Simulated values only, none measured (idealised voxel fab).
Title: Process Module voxel quadruple lines
It is cross-section cut that appears here, measuring 160 nm in width, its square cells being 5 nm in size.
Heads up, the way a cross-section reads in here is a grid of square cells, handed over as bands from the top down, with every band being one or more rows of cells.
Per band: top height and bottom height in nm, followed by the left-to-right materials and their widths in nm; "throughout" marks a single material spanning edge to edge, "empty" marks empty space.
Measure heights from 0. That's the level where, below it, the as-received wafer is all one material. The lowest band is bottomless and extends downward; write it as in "top 0, no bottom".
Top row gets the first number, bottom row gets the second, and each row in between changes by the same step: that is how a band width like "30..40" works.
Any step labelled "nothing altered" changed none of the cells in the cross-section.
"Enclosed empty spaces" contains a list of empty spaces, each no smaller than 8 cells and without an open way to the top, written in the form width x height at distance with the distance from the left edge and all three in nm.
Where a step's line continues beyond its settings, the continuation is a remark by the simulator itself on that step.
overlay nm: right-of-plan distance of the mask on a masked step; negative values mean left-of-plan.
-- Planned process steps
- 1: op RECEIVE | material Si
- 2: op CONFORMAL_DEP | material Al2O3 | thk nm 10
- 3: op DIRECTIONAL_DEP | material Ru | thk nm 10
- 4: op DIRECTIONAL_DEP | material polySi | thk nm 20
- 5: op DIRECTIONAL_DEP | material aC | thk nm 25
- 6: op PATTERN | tone cover | mask id MANDREL | material resist | width nm 30 | thk nm 30 | overlay nm 0
- 7: op DIRECTIONAL_ETCH | etch materials aC | depth nm 25
- 8: op STRIP | etch materials resist
- 9: op CONFORMAL_DEP | material SiO2 | thk nm 10
- 10: op DIRECTIONAL_ETCH | etch materials SiO2 | depth nm 10
- 11: op STRIP | etch materials aC
- 12: op DIRECTIONAL_ETCH | etch materials polySi | depth nm 20
- 13: op STRIP | etch materials SiO2
- 14: op CONFORMAL_DEP | material SiCN | thk nm 10
- 15: op DIRECTIONAL_ETCH | etch materials SiCN | depth nm 10
- 16: op STRIP | etch materials polySi
- 17: op DIRECTIONAL_ETCH | etch materials Ru | depth nm 10
- 18: op STRIP | etch materials SiCN
- 19: op FILL_DEP | material lowk | thk nm 5
- 20: op CMP | height nm 20
-- So, the first of our two wafers, run just as we planned it
-- Step 1 complete: cross-section of the wafer as received
top 0, no bottom = Si throughout
Enclosed empty spaces: none
-- You're looking at a cross-section of the wafer after step 2
top 10, bottom 0 = Al2O3 throughout
Rest of section, below 0: as before.
-- You're looking at a cross-section of the wafer after step 3
top 20, bottom 10 = Ru throughout
Rest of section, below 10: as before.
-- You're looking at a cross-section of the wafer after step 4
top 40, bottom 20 = polySi throughout
Rest of section, below 20: as before.
-- You're looking at a cross-section of the wafer after step 5
top 65, bottom 40 = aC throughout
Rest of section, below 40: as before.
-- You're looking at a cross-section of the wafer after step 6
top 95, bottom 65 = 65 of empty / 30 of resist / 65 of empty
Rest of section, below 65: as before.
-- You're looking at a cross-section of the wafer after step 7
top 70, bottom 65 = 65 of empty / 30 of resist / 65 of empty
top 65, bottom 40 = 65 of empty / 30 of aC / 65 of empty
Rest of section, below 40: as before.
-- You're looking at a cross-section of the wafer after step 8
top 65, bottom 40 = 65 of empty / 30 of aC / 65 of empty
Rest of section, below 40: as before.
-- You're looking at a cross-section of the wafer after step 9
top 75, bottom 65 = 55 of empty / 50 of SiO2 / 55 of empty
top 65, bottom 50 = 55 of empty / 10 of SiO2 / 30 of aC / 10 of SiO2 / 55 of empty
top 50, bottom 40 = 65 of SiO2 / 30 of aC / 65 of SiO2
Rest of section, below 40: as before.
-- You're looking at a cross-section of the wafer after step 10
top 65, bottom 40 = 55 of empty / 10 of SiO2 / 30 of aC / 10 of SiO2 / 55 of empty
Rest of section, below 40: as before.
-- You're looking at a cross-section of the wafer after step 11
top 65, bottom 40 = 55 of empty / 10 of SiO2 / 30 of empty / 10 of SiO2 / 55 of empty
Rest of section, below 40: as before.
-- You're looking at a cross-section of the wafer after step 12
top 65, bottom 40 = 55 of empty / 10 of SiO2 / 30 of empty / 10 of SiO2 / 55 of empty
top 40, bottom 20 = 55 of empty / 10 of polySi / 30 of empty / 10 of polySi / 55 of empty
Rest of section, below 20: as before.
-- You're looking at a cross-section of the wafer after step 13
top 40, bottom 20 = 55 of empty / 10 of polySi / 30 of empty / 10 of polySi / 55 of empty
Rest of section, below 20: as before.
-- You're looking at a cross-section of the wafer after step 14
top 50, bottom 40 = 45 of empty / 30 of SiCN / 10 of empty / 30 of SiCN / 45 of empty
top 40, bottom 30 = 45 of empty / 10 of SiCN / 10 of polySi / 10 of SiCN / 10 of empty / 10 of SiCN / 10 of polySi / 10 of SiCN / 45 of empty
top 30, bottom 20 = 55 of SiCN / 10 of polySi / 30 of SiCN / 10 of polySi / 55 of SiCN
Rest of section, below 20: as before.
-- You're looking at a cross-section of the wafer after step 15
top 40, bottom 20 = 45 of empty / 10 of SiCN / 10 of polySi / 10 of SiCN / 10 of empty / 10 of SiCN / 10 of polySi / 10 of SiCN / 45 of empty
Rest of section, below 20: as before.
-- You're looking at a cross-section of the wafer after step 16
top 40, bottom 20 = 45 of empty / 10 of SiCN / 10 of empty / 10 of SiCN / 10 of empty / 10 of SiCN / 10 of empty / 10 of SiCN / 45 of empty
Rest of section, below 20: as before.
-- You're looking at a cross-section of the wafer after step 17
top 40, bottom 20 = 45 of empty / 10 of SiCN / 10 of empty / 10 of SiCN / 10 of empty / 10 of SiCN / 10 of empty / 10 of SiCN / 45 of empty
top 20, bottom 10 = 45 of empty / 10 of Ru / 10 of empty / 10 of Ru / 10 of empty / 10 of Ru / 10 of empty / 10 of Ru / 45 of empty
Rest of section, below 10: as before.
-- You're looking at a cross-section of the wafer after step 18
top 20, bottom 10 = 45 of empty / 10 of Ru / 10 of empty / 10 of Ru / 10 of empty / 10 of Ru / 10 of empty / 10 of Ru / 45 of empty
Rest of section, below 10: as before.
-- You're looking at a cross-section of the wafer after step 19
top 25, bottom 20 = lowk throughout
top 20, bottom 10 = 45 of lowk / 10 of Ru / 10 of lowk / 10 of Ru / 10 of lowk / 10 of Ru / 10 of lowk / 10 of Ru / 45 of lowk
Rest of section, below 10: as before.
-- You're looking at a cross-section of the wafer after step 20
top 20, bottom 10 = 45 of lowk / 10 of Ru / 10 of lowk / 10 of Ru / 10 of lowk / 10 of Ru / 10 of lowk / 10 of Ru / 45 of lowk
Rest of section, below 10: as before.
-- Wafer two: like wafer one in start and plan, but with one mistake in execution; identical up to and including step 19
-- X-section, second wafer, when step 20 was due to finish
top 15, bottom 10 = 45 of lowk / 10 of Ru / 10 of lowk / 10 of Ru / 10 of lowk / 10 of Ru / 10 of lowk / 10 of Ru / 45 of lowk
Rest of section, below 10: as before.
Heads up, the wafer didn't run the way we planned it: contrary to plan, step 20 was performed as op CMP | height nm 15
Materials where the second wafer ends with more or fewer cells than the first: -8 Ru | -24 lowk
